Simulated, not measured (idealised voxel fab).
Documented hereafter: the process module known as voxel double patterning.
Pictured: cross-section cut, 295 nm wide, on a grid of 5 nm square cells.
Square cells in a grid make up a cross-section in this document, and the grid is given as bands, listed from the top down, each one or more rows of cells.
Per band: top height and bottom height in nm, followed by the left-to-right materials and their widths in nm; "full width" marks a single material spanning edge to edge, "empty" marks empty space.
For the purposes of this specification, 0 denotes the height below which the wafer in its as-received condition is composed wholly of one material, and the lowermost band, lacking a lower limit, extends downward without end, as expressed in "0 nm and below".
Per-row width for "30..40": begins at first number (top row of band), ends at second number (bottom row), increment between rows held constant.
"same as before" means the step left every cell of the cross-section as it was.
What "Catalogued sealed voids" gives you is every empty space of 8 cells or more that is cut off from the top. Each appears as width x height at distance, with the distance taken from the left edge and width, height and distance all in nm.
Where a step's line continues beyond its settings, the continuation is a remark by the simulator itself on that step.
overlay nm: mask right of planned place by this much (step with mask). Neg. = left.
**Planned process steps**
| 1 | RECEIVE, material Si |
| 2 | CONFORMAL_DEP, material SiO2, thk nm 10 |
| 3 | DIRECTIONAL_DEP, material W, thk nm 10 |
| 4 | DIRECTIONAL_DEP, material SiN, thk nm 5 |
| 5 | MASKED_ETCH, tone open, mask id FIRST, width nm 15, pitch nm 50, etch materials SiN, depth nm 5, overlay nm 0 |
| 6 | DIRECTIONAL_DEP, material aC, thk nm 10 |
| 7 | PATTERN, tone open, mask id SECOND, material resist, width nm 15, pitch nm 50, thk nm 25, overlay nm 0 |
| 8 | DIRECTIONAL_ETCH, etch materials aC, depth nm 10 |
| 9 | STRIP, etch materials resist |
| 10 | DIRECTIONAL_ETCH, etch materials SiN, depth nm 5 |
| 11 | STRIP, etch materials aC |
| 12 | DIRECTIONAL_ETCH, etch materials W, depth nm 10 |
| 13 | STRIP, etch materials SiN |
Quick note for whoever runs this: the wafers start identical, but the width nm at step 5 isn't the same across them. The plan just shows what the first wafer had.
**As-received state after step 1, first of several wafers, cross-section**
- 0 nm and below | Si full width
- Catalogued sealed voids: none
**each wafer at the end: cells of each material gained (+) or lost (-) since it was received, then its closed voids**
width nm 15, +118 SiO2, +88 W, Catalogued sealed voids: none
width nm 20, +118 SiO2, +82 W, Catalogued sealed voids: none
width nm 25, +118 SiO2, +76 W, Catalogued sealed voids: none
width nm 30, +118 SiO2, +70 W, Catalogued sealed voids: none
